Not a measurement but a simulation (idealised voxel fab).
The name of this process module is voxel transistor to metal.
Xsec cut, 140 nm wide, square cell size 5 nm.
Notation: cross-section as square-cell grid; stated in bands, top first, going down; one or more cell rows per band.
Quick guide to a band line: top height, bottom height (nm) up front; then every material left to right with its width in nm. Only one material and it's marked "throughout"? Then it fills the band edge to edge. And "air" just means empty space.
Heights are expressed relative to 0, this being the level below which the as-received wafer comprises one material exclusively. The lowest band is unbounded in the downward direction and is denoted as in "0 nm and below".
A width such as "30->40" changes by the same amount from each row of cells to the next, from the band's top row to its bottom row.
"nothing was modified" -> step changed no cross-section cell.
"Trapped voids" contains a list of empty spaces, each no smaller than 8 cells and without an open way to the top, written in the form width x height at distance with the distance from the left edge and all three in nm.
Anything after a step's settings on that line? It's the simulator's own note about the step.
overlay nm: right-of-plan distance of the mask on a masked step; negative values mean left-of-plan.
### Here's what the planned process steps look like
- 1: RECEIVE, material Si
- 2: OXIDIZE, depth nm 5
- 3: CONFORMAL_DEP, material SiN, thk nm 15
- 4: DIRECTIONAL_DEP, material aC, thk nm 15
- 5: PATTERN, tone cover, mask id ACTIVE, material resist, width nm 105, thk nm 30, overlay nm 0
- 6: DIRECTIONAL_ETCH, etch materials aC, depth nm 15
- 7: STRIP, etch materials resist
- 8: DIRECTIONAL_ETCH, etch materials SiN, depth nm 15
- 9: DIRECTIONAL_ETCH, etch materials SiO2, depth nm 5
- 10: DIRECTIONAL_ETCH, etch materials Si, depth nm 20
- 11: STRIP, etch materials aC
- 12: OXIDIZE, depth nm 5
- 13: FILL_DEP, material SiO2, thk nm 5
- 14: CMP, height nm 15
- 15: SELECTIVE_ETCH, etch materials SiO2, depth nm 10
- 16: STRIP, etch materials SiN
- 17: SELECTIVE_ETCH, etch materials SiO2, depth nm 5
- 18: OXIDIZE, depth nm 5
- 19: DIRECTIONAL_DEP, material polySi, thk nm 30
- 20: DIRECTIONAL_DEP, material SiCN, thk nm 15
- 21: PATTERN, tone cover, mask id GATE, material resist, width nm 25, thk nm 20, overlay nm 0
- 22: DIRECTIONAL_ETCH, etch materials SiCN, depth nm 25
- 23: DIRECTIONAL_ETCH, etch materials polySi, depth nm 40
- 24: STRIP, etch materials resist
- 25: CONFORMAL_DEP, material SiN, thk nm 5
- 26: DIRECTIONAL_ETCH, etch materials SiN, depth nm 5
- 27: DIRECTIONAL_ETCH, etch materials SiO2, depth nm 5
- 28: DIRECTIONAL_ETCH, etch materials Si, depth nm 15
- 29: EPI, material nSi, thk nm 15
- 30: FILL_DEP, material SiO2, thk nm 5
- 31: CMP, height nm 40
- 32: DIRECTIONAL_DEP, material SiO2, thk nm 10
- 33: MASKED_ETCH, tone open, mask id CONTACT, width nm 20, pitch nm 75, etch materials SiO2, depth nm 60, overlay nm 0
- 34: CONFORMAL_DEP, material TiN, thk nm 5
- 35: FILL_DEP, material Ru, thk nm 5
- 36: CMP, height nm 50
- 37: DIRECTIONAL_DEP, material TiN, thk nm 5
- 38: DIRECTIONAL_DEP, material Ru, thk nm 20
- 39: DIRECTIONAL_DEP, material aC, thk nm 15
- 40: PATTERN, tone cover, mask id METAL_1, material resist, width nm 20, pitch nm 75, thk nm 35, overlay nm 0
- 41: DIRECTIONAL_ETCH, etch materials aC, depth nm 15
- 42: STRIP, etch materials resist
- 43: DIRECTIONAL_ETCH, etch materials Ru, depth nm 20
- 44: DIRECTIONAL_ETCH, etch materials TiN, depth nm 5
- 45: STRIP, etch materials aC
- 46: CONFORMAL_DEP, material SiCN, thk nm 5
- 47: FILL_DEP, material lowk, thk nm 10
- 48: CMP, height nm 75
- 49: CONFORMAL_DEP, material SiN, thk nm 5
### So, the first of our two wafers, run just as we planned it
### Wafer as received: cross-section following step 1
0 nm and below | Si throughout
Trapped voids: none
### How the wafer stands in section after step 2
0 nm to -5 nm | SiO2 throughout
For the remainder of the cross-section, below -5, there is no change.
### How the wafer stands in section after step 3
15 nm to 0 nm | SiN throughout
For the remainder of the cross-section, below 0, there is no change.
### How the wafer stands in section after step 4
30 nm to 15 nm | aC throughout
For the remainder of the cross-section, below 15, there is no change.
### How the wafer stands in section after step 5
60 nm to 30 nm | air: 15, resist: 105, air: 20
For the remainder of the cross-section, below 30, there is no change.
### How the wafer stands in section after step 6
45 nm to 30 nm | air: 15, resist: 105, air: 20
30 nm to 15 nm | air: 15, aC: 105, air: 20
For the remainder of the cross-section, below 15, there is no change.
### How the wafer stands in section after step 7
30 nm to 15 nm | air: 15, aC: 105, air: 20
For the remainder of the cross-section, below 15, there is no change.
### How the wafer stands in section after step 8
30 nm to 15 nm | air: 15, aC: 105, air: 20
15 nm to 0 nm | air: 15, SiN: 105, air: 20
For the remainder of the cross-section, below 0, there is no change.
### How the wafer stands in section after step 9
30 nm to 15 nm | air: 15, aC: 105, air: 20
15 nm to 0 nm | air: 15, SiN: 105, air: 20
0 nm to -5 nm | air: 15, SiO2: 105, air: 20
For the remainder of the cross-section, below -5, there is no change.
### How the wafer stands in section after step 10
30 nm to 15 nm | air: 15, aC: 105, air: 20
15 nm to 0 nm | air: 15, SiN: 105, air: 20
0 nm to -5 nm | air: 15, SiO2: 105, air: 20
-5 nm to -25 nm | air: 15, Si: 105, air: 20
For the remainder of the cross-section, below -25, there is no change.
### How the wafer stands in section after step 11
15 nm to 0 nm | air: 15, SiN: 105, air: 20
For the remainder of the cross-section, below 0, there is no change.
### How the wafer stands in section after step 12
15 nm to 0 nm | air: 15, SiN: 105, air: 20
0 nm to -5 nm | air: 15, SiO2: 105, air: 20
-5 nm to -25 nm | air: 15, SiO2: 5, Si: 95, SiO2: 5, air: 20
-25 nm to -30 nm | SiO2: 20, Si: 95, SiO2: 25
For the remainder of the cross-section, below -30, there is no change.
### How the wafer stands in section after step 13
20 nm to 15 nm | SiO2 throughout
15 nm to 0 nm | SiO2: 15, SiN: 105, SiO2: 20
0 nm to -5 nm | SiO2 throughout
-5 nm to -30 nm | SiO2: 20, Si: 95, SiO2: 25
For the remainder of the cross-section, below -30, there is no change.
### How the wafer stands in section after step 14
15 nm to 0 nm | SiO2: 15, SiN: 105, SiO2: 20
For the remainder of the cross-section, below 0, there is no change.
### How the wafer stands in section after step 15
15 nm to 5 nm | air: 15, SiN: 105, air: 20
For the remainder of the cross-section, below 5, there is no change.
### How the wafer stands in section after step 16
5 nm to 0 nm | SiO2: 15, air: 105, SiO2: 20
For the remainder of the cross-section, below 0, there is no change.
### How the wafer stands in section after step 17
0 nm to -5 nm | SiO2: 10, air: 115, SiO2: 15
For the remainder of the cross-section, below -5, there is no change.
### How the wafer stands in section after step 18
0 nm to -5 nm | SiO2: 10, air: 115, SiO2: 15
-5 nm to -10 nm | SiO2 throughout
For the remainder of the cross-section, below -10, there is no change.
### How the wafer stands in section after step 19
30 nm to 25 nm | polySi: 10, air: 115, polySi: 15
25 nm to 0 nm | polySi throughout
0 nm to -5 nm | SiO2: 10, polySi: 115, SiO2: 15
For the remainder of the cross-section, below -5, there is no change.
### How the wafer stands in section after step 20
45 nm to 40 nm | SiCN: 10, air: 115, SiCN: 15
40 nm to 30 nm | SiCN throughout
30 nm to 25 nm | polySi: 10, SiCN: 115, polySi: 15
For the remainder of the cross-section, below 25, there is no change.
### How the wafer stands in section after step 21
65 nm to 45 nm | air: 55, resist: 25, air: 60
45 nm to 40 nm | SiCN: 10, air: 45, resist: 25, air: 45, SiCN: 15
For the remainder of the cross-section, below 40, there is no change.
### How the wafer stands in section after step 22
65 nm to 40 nm | air: 55, resist: 25, air: 60
40 nm to 30 nm | air: 55, SiCN: 25, air: 60
30 nm to 25 nm | polySi: 10, air: 45, SiCN: 25, air: 45, polySi: 15
For the remainder of the cross-section, below 25, there is no change.
### How the wafer stands in section after step 23
65 nm to 40 nm | air: 55, resist: 25, air: 60
40 nm to 25 nm | air: 55, SiCN: 25, air: 60
25 nm to 0 nm | air: 55, polySi: 25, air: 60
0 nm to -5 nm | SiO2: 10, air: 45, polySi: 25, air: 45, SiO2: 15
For the remainder of the cross-section, below -5, there is no change.
### How the wafer stands in section after step 24
40 nm to 25 nm | air: 55, SiCN: 25, air: 60
For the remainder of the cross-section, below 25, there is no change.
### How the wafer stands in section after step 25
45 nm to 40 nm | air: 50, SiN: 35, air: 55
40 nm to 25 nm | air: 50, SiN: 5, SiCN: 25, SiN: 5, air: 55
25 nm to 5 nm | air: 50, SiN: 5, polySi: 25, SiN: 5, air: 55
5 nm to 0 nm | SiN: 15, air: 35, SiN: 5, polySi: 25, SiN: 5, air: 35, SiN: 20
0 nm to -5 nm | SiO2: 10, SiN: 45, polySi: 25, SiN: 45, SiO2: 15
For the remainder of the cross-section, below -5, there is no change.
### How the wafer stands in section after step 26
40 nm to 25 nm | air: 50, SiN: 5, SiCN: 25, SiN: 5, air: 55
25 nm to 0 nm | air: 50, SiN: 5, polySi: 25, SiN: 5, air: 55
0 nm to -5 nm | SiO2: 10, SiN: 5, air: 35, SiN: 5, polySi: 25, SiN: 5, air: 35, SiN: 5, SiO2: 15
For the remainder of the cross-section, below -5, there is no change.
### How the wafer stands in section after step 27
40 nm to 25 nm | air: 50, SiN: 5, SiCN: 25, SiN: 5, air: 55
25 nm to 0 nm | air: 50, SiN: 5, polySi: 25, SiN: 5, air: 55
0 nm to -5 nm | air: 10, SiN: 5, air: 35, SiN: 5, polySi: 25, SiN: 5, air: 35, SiN: 5, air: 15
-5 nm to -10 nm | SiO2: 15, air: 35, SiO2: 35, air: 35, SiO2: 20
For the remainder of the cross-section, below -10, there is no change.
### How the wafer stands in section after step 28
40 nm to 25 nm | air: 50, SiN: 5, SiCN: 25, SiN: 5, air: 55
25 nm to 0 nm | air: 50, SiN: 5, polySi: 25, SiN: 5, air: 55
0 nm to -5 nm | air: 10, SiN: 5, air: 35, SiN: 5, polySi: 25, SiN: 5, air: 35, SiN: 5, air: 15
-5 nm to -10 nm | SiO2: 15, air: 35, SiO2: 35, air: 35, SiO2: 20
-10 nm to -25 nm | SiO2: 20, air: 30, Si: 35, air: 30, SiO2: 25
For the remainder of the cross-section, below -25, there is no change.
### How the wafer stands in section after step 29
40 nm to 25 nm | air: 50, SiN: 5, SiCN: 25, SiN: 5, air: 55
25 nm to 5 nm | air: 50, SiN: 5, polySi: 25, SiN: 5, air: 55
5 nm to 0 nm | air: 35, nSi: 15, SiN: 5, polySi: 25, SiN: 5, nSi: 15, air: 40
0 nm to -5 nm | air: 10, SiN: 5, air: 20, nSi: 15, SiN: 5, polySi: 25, SiN: 5, nSi: 15, air: 20, SiN: 5, air: 15
-5 nm to -10 nm | SiO2: 15, air: 20, nSi: 15, SiO2: 35, nSi: 15, air: 20, SiO2: 20
-10 nm to -25 nm | SiO2: 20, nSi: 30, Si: 35, nSi: 30, SiO2: 25
For the remainder of the cross-section, below -25, there is no change.
### How the wafer stands in section after step 30
45 nm to 40 nm | SiO2 throughout
40 nm to 25 nm | SiO2: 50, SiN: 5, SiCN: 25, SiN: 5, SiO2: 55
25 nm to 5 nm | SiO2: 50, SiN: 5, polySi: 25, SiN: 5, SiO2: 55
5 nm to 0 nm | SiO2: 35, nSi: 15, SiN: 5, polySi: 25, SiN: 5, nSi: 15, SiO2: 40
0 nm to -5 nm | SiO2: 10, SiN: 5, SiO2: 20, nSi: 15, SiN: 5, polySi: 25, SiN: 5, nSi: 15, SiO2: 20, SiN: 5, SiO2: 15
-5 nm to -10 nm | SiO2: 35, nSi: 15, SiO2: 35, nSi: 15, SiO2: 40
For the remainder of the cross-section, below -10, there is no change.
### How the wafer stands in section after step 31
40 nm to 25 nm | SiO2: 50, SiN: 5, SiCN: 25, SiN: 5, SiO2: 55
For the remainder of the cross-section, below 25, there is no change.
### How the wafer stands in section after step 32
50 nm to 40 nm | SiO2 throughout
For the remainder of the cross-section, below 40, there is no change.
### How the wafer stands in section after step 33
50 nm to 40 nm | SiO2: 20, air: 20, SiO2: 55, air: 20, SiO2: 25
40 nm to 25 nm | SiO2: 20, air: 20, SiO2: 10, SiN: 5, SiCN: 25, SiN: 5, SiO2: 10, air: 20, SiO2: 25
25 nm to 5 nm | SiO2: 20, air: 20, SiO2: 10, SiN: 5, polySi: 25, SiN: 5, SiO2: 10, air: 20, SiO2: 25
5 nm to 0 nm | SiO2: 20, air: 15, nSi: 15, SiN: 5, polySi: 25, SiN: 5, nSi: 15, air: 15, SiO2: 25
0 nm to -5 nm | SiO2: 10, SiN: 5, SiO2: 5, air: 15, nSi: 15, SiN: 5, polySi: 25, SiN: 5, nSi: 15, air: 15, SiO2: 5, SiN: 5, SiO2: 15
-5 nm to -10 nm | SiO2: 20, air: 15, nSi: 15, SiO2: 35, nSi: 15, air: 15, SiO2: 25
For the remainder of the cross-section, below -10, there is no change.
### How the wafer stands in section after step 34
55 nm to 50 nm | TiN: 25, air: 10, TiN: 65, air: 10, TiN: 30
50 nm to 40 nm | SiO2: 20, TiN: 5, air: 10, TiN: 5, SiO2: 55, TiN: 5, air: 10, TiN: 5, SiO2: 25
40 nm to 25 nm | SiO2: 20, TiN: 5, air: 10, TiN: 5, SiO2: 10, SiN: 5, SiCN: 25, SiN: 5, SiO2: 10, TiN: 5, air: 10, TiN: 5, SiO2: 25
25 nm to 10 nm | SiO2: 20, TiN: 5, air: 10, TiN: 5, SiO2: 10, SiN: 5, polySi: 25, SiN: 5, SiO2: 10, TiN: 5, air: 10, TiN: 5, SiO2: 25
10 nm to 5 nm | SiO2: 20, TiN: 5, air: 5, TiN: 10, SiO2: 10, SiN: 5, polySi: 25, SiN: 5, SiO2: 10, TiN: 10, air: 5, TiN: 5, SiO2: 25
5 nm to 0 nm | SiO2: 20, TiN: 5, air: 5, TiN: 5, nSi: 15, SiN: 5, polySi: 25, SiN: 5, nSi: 15, TiN: 5, air: 5, TiN: 5, SiO2: 25
0 nm to -5 nm | SiO2: 10, SiN: 5, SiO2: 5, TiN: 5, air: 5, TiN: 5, nSi: 15, SiN: 5, polySi: 25, SiN: 5, nSi: 15, TiN: 5, air: 5, TiN: 5, SiO2: 5, SiN: 5, SiO2: 15
-5 nm to -10 nm | SiO2: 20, TiN: 15, nSi: 15, SiO2: 35, nSi: 15, TiN: 15, SiO2: 25
For the remainder of the cross-section, below -10, there is no change.
### How the wafer stands in section after step 35
60 nm to 55 nm | Ru throughout
55 nm to 50 nm | TiN: 25, Ru: 10, TiN: 65, Ru: 10, TiN: 30
50 nm to 40 nm | SiO2: 20, TiN: 5, Ru: 10, TiN: 5, SiO2: 55, TiN: 5, Ru: 10, TiN: 5, SiO2: 25
40 nm to 25 nm | SiO2: 20, TiN: 5, Ru: 10, TiN: 5, SiO2: 10, SiN: 5, SiCN: 25, SiN: 5, SiO2: 10, TiN: 5, Ru: 10, TiN: 5, SiO2: 25
25 nm to 10 nm | SiO2: 20, TiN: 5, Ru: 10, TiN: 5, SiO2: 10, SiN: 5, polySi: 25, SiN: 5, SiO2: 10, TiN: 5, Ru: 10, TiN: 5, SiO2: 25
10 nm to 5 nm | SiO2: 20, TiN: 5, Ru: 5, TiN: 10, SiO2: 10, SiN: 5, polySi: 25, SiN: 5, SiO2: 10, TiN: 10, Ru: 5, TiN: 5, SiO2: 25
5 nm to 0 nm | SiO2: 20, TiN: 5, Ru: 5, TiN: 5, nSi: 15, SiN: 5, polySi: 25, SiN: 5, nSi: 15, TiN: 5, Ru: 5, TiN: 5, SiO2: 25
0 nm to -5 nm | SiO2: 10, SiN: 5, SiO2: 5, TiN: 5, Ru: 5, TiN: 5, nSi: 15, SiN: 5, polySi: 25, SiN: 5, nSi: 15, TiN: 5, Ru: 5, TiN: 5, SiO2: 5, SiN: 5, SiO2: 15
For the remainder of the cross-section, below -5, there is no change.
### How the wafer stands in section after step 36
50 nm to 40 nm | SiO2: 20, TiN: 5, Ru: 10, TiN: 5, SiO2: 55, TiN: 5, Ru: 10, TiN: 5, SiO2: 25
For the remainder of the cross-section, below 40, there is no change.
### How the wafer stands in section after step 37
55 nm to 50 nm | TiN throughout
For the remainder of the cross-section, below 50, there is no change.
### How the wafer stands in section after step 38
75 nm to 55 nm | Ru throughout
For the remainder of the cross-section, below 55, there is no change.
### How the wafer stands in section after step 39
90 nm to 75 nm | aC throughout
For the remainder of the cross-section, below 75, there is no change.
### How the wafer stands in section after step 40
125 nm to 90 nm | air: 20, resist: 20, air: 55, resist: 20, air: 25
For the remainder of the cross-section, below 90, there is no change.
### How the wafer stands in section after step 41
110 nm to 90 nm | air: 20, resist: 20, air: 55, resist: 20, air: 25
90 nm to 75 nm | air: 20, aC: 20, air: 55, aC: 20, air: 25
For the remainder of the cross-section, below 75, there is no change.
### How the wafer stands in section after step 42
90 nm to 75 nm | air: 20, aC: 20, air: 55, aC: 20, air: 25
For the remainder of the cross-section, below 75, there is no change.
### How the wafer stands in section after step 43
90 nm to 75 nm | air: 20, aC: 20, air: 55, aC: 20, air: 25
75 nm to 55 nm | air: 20, Ru: 20, air: 55, Ru: 20, air: 25
For the remainder of the cross-section, below 55, there is no change.
### How the wafer stands in section after step 44
90 nm to 75 nm | air: 20, aC: 20, air: 55, aC: 20, air: 25
75 nm to 55 nm | air: 20, Ru: 20, air: 55, Ru: 20, air: 25
55 nm to 50 nm | air: 20, TiN: 20, air: 55, TiN: 20, air: 25
For the remainder of the cross-section, below 50, there is no change.
### How the wafer stands in section after step 45
75 nm to 55 nm | air: 20, Ru: 20, air: 55, Ru: 20, air: 25
For the remainder of the cross-section, below 55, there is no change.
### How the wafer stands in section after step 46
80 nm to 75 nm | air: 15, SiCN: 30, air: 45, SiCN: 30, air: 20
75 nm to 55 nm | air: 15, SiCN: 5, Ru: 20, SiCN: 5, air: 45, SiCN: 5, Ru: 20, SiCN: 5, air: 20
55 nm to 50 nm | SiCN: 20, TiN: 20, SiCN: 55, TiN: 20, SiCN: 25
For the remainder of the cross-section, below 50, there is no change.
### How the wafer stands in section after step 47
90 nm to 80 nm | lowk throughout
80 nm to 75 nm | lowk: 15, SiCN: 30, lowk: 45, SiCN: 30, lowk: 20
75 nm to 55 nm | lowk: 15, SiCN: 5, Ru: 20, SiCN: 5, lowk: 45, SiCN: 5, Ru: 20, SiCN: 5, lowk: 20
For the remainder of the cross-section, below 55, there is no change.
### How the wafer stands in section after step 48
75 nm to 55 nm | lowk: 15, SiCN: 5, Ru: 20, SiCN: 5, lowk: 45, SiCN: 5, Ru: 20, SiCN: 5, lowk: 20
For the remainder of the cross-section, below 55, there is no change.
### How the wafer stands in section after step 49
80 nm to 75 nm | SiN throughout
For the remainder of the cross-section, below 75, there is no change.
### The remaining wafer, second of the two, started like the first and was run to the same plan, except that one mistake was made along the way; the two coincide through step 47, inclusive
when step 48 should have ended: nothing was modified
### when step 49 should have ended
95 nm to 90 nm | SiN throughout
For the remainder of the cross-section, below 90, there is no change.
Where did the run depart from the plan? yeah, step 48 of the plan got skipped, never ran
End check, counted in cells, second wafer has more or fewer of these materials than the first: +12 SiCN, +72 lowk
